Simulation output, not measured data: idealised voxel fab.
process module | voxel tone inversion
cross-section cut | 220 nm wide | cells 5 nm
A cross-section is a grid of square cells, given in bands from the top down. A band is one or more rows of cells.
Each band's line starts with the height of the band's top and of its bottom, in nm. Then come its materials from left to right, each with its width in nm. One material with "throughout" fills the band from edge to edge. "air" is empty space.
Height 0 is the level under which the wafer as received is all one material. The lowest band goes on downwards, as in "0 down".
A width such as "30 to 40" changes by the same amount from each row of cells to the next, from the band's top row to its bottom row.
"no change" after a step means that no cell of the cross-section changed.
closed voids: empty space of 8 cells or more with no open way to the top, each as width x height at its distance from the left edge, in nm
after a step's settings: what the simulator itself notes on the step
overlay nm, on a step with a mask: how far to the right of its planned place the mask lay; to the left if negative
plan
1 op RECEIVE | material Si
2 op CONFORMAL_DEP | material SiN | thk nm 5
3 op DIRECTIONAL_DEP | material polySi | thk nm 20
4 op PATTERN | tone cover | mask id POSTS | material resist | width nm 15 | pitch nm 45 | thk nm 25 | overlay nm 0
5 op DIRECTIONAL_ETCH | etch materials polySi | depth nm 20
6 op STRIP | etch materials resist
7 op FILL_DEP | material lowk | thk nm 10
8 op CMP | height nm 25
9 op STRIP | etch materials polySi
first wafer, as planned
as received, after step 1
  0 down: Si throughout
  closed voids: none
after step 2
  5 to 0: SiN throughout
  below 0: unchanged
after step 3
  25 to 5: polySi throughout
  below 5: unchanged
after step 4
  50 to 25: air 35 | resist 15 | air 30 | resist 15 | air 30 | resist 15 | air 30 | resist 15 | air 35
  below 25: unchanged
after step 5
  50 to 25: air 35 | resist 15 | air 30 | resist 15 | air 30 | resist 15 | air 30 | resist 15 | air 35
  25 to 5: air 35 | polySi 15 | air 30 | polySi 15 | air 30 | polySi 15 | air 30 | polySi 15 | air 35
  below 5: unchanged
after step 6
  25 to 5: air 35 | polySi 15 | air 30 | polySi 15 | air 30 | polySi 15 | air 30 | polySi 15 | air 35
  below 5: unchanged
after step 7
  35 to 25: lowk throughout
  25 to 5: lowk 35 | polySi 15 | lowk 30 | polySi 15 | lowk 30 | polySi 15 | lowk 30 | polySi 15 | lowk 35
  below 5: unchanged
after step 8
  25 to 5: lowk 35 | polySi 15 | lowk 30 | polySi 15 | lowk 30 | polySi 15 | lowk 30 | polySi 15 | lowk 35
  below 5: unchanged
after step 9
  25 to 5: lowk 35 | air 15 | lowk 30 | air 15 | lowk 30 | air 15 | lowk 30 | air 15 | lowk 35
  below 5: unchanged
second wafer: like start, like plan, one mistake. Through step 1 it matches the first wafer
when step 2 should have ended
  20 to 0: polySi throughout
  below 0: unchanged
when step 3 should have ended
  25 to 20: SiN throughout
  below 20: unchanged
when step 4 should have ended
  50 to 25: air 35 | resist 15 | air 30 | resist 15 | air 30 | resist 15 | air 30 | resist 15 | air 35
  below 25: unchanged
when step 5 should have ended: no change
when step 6 should have ended
  25 to 20: SiN throughout
  below 20: unchanged
when step 7 should have ended
  35 to 25: lowk throughout
  below 25: unchanged
when step 8 should have ended
  25 to 20: SiN throughout
  below 20: unchanged
when step 9 should have ended: no change
what went wrong: steps 2 and 3 were swapped
at the end the second wafer has, in cells: 128 fewer of lowk | 176 more of polySi
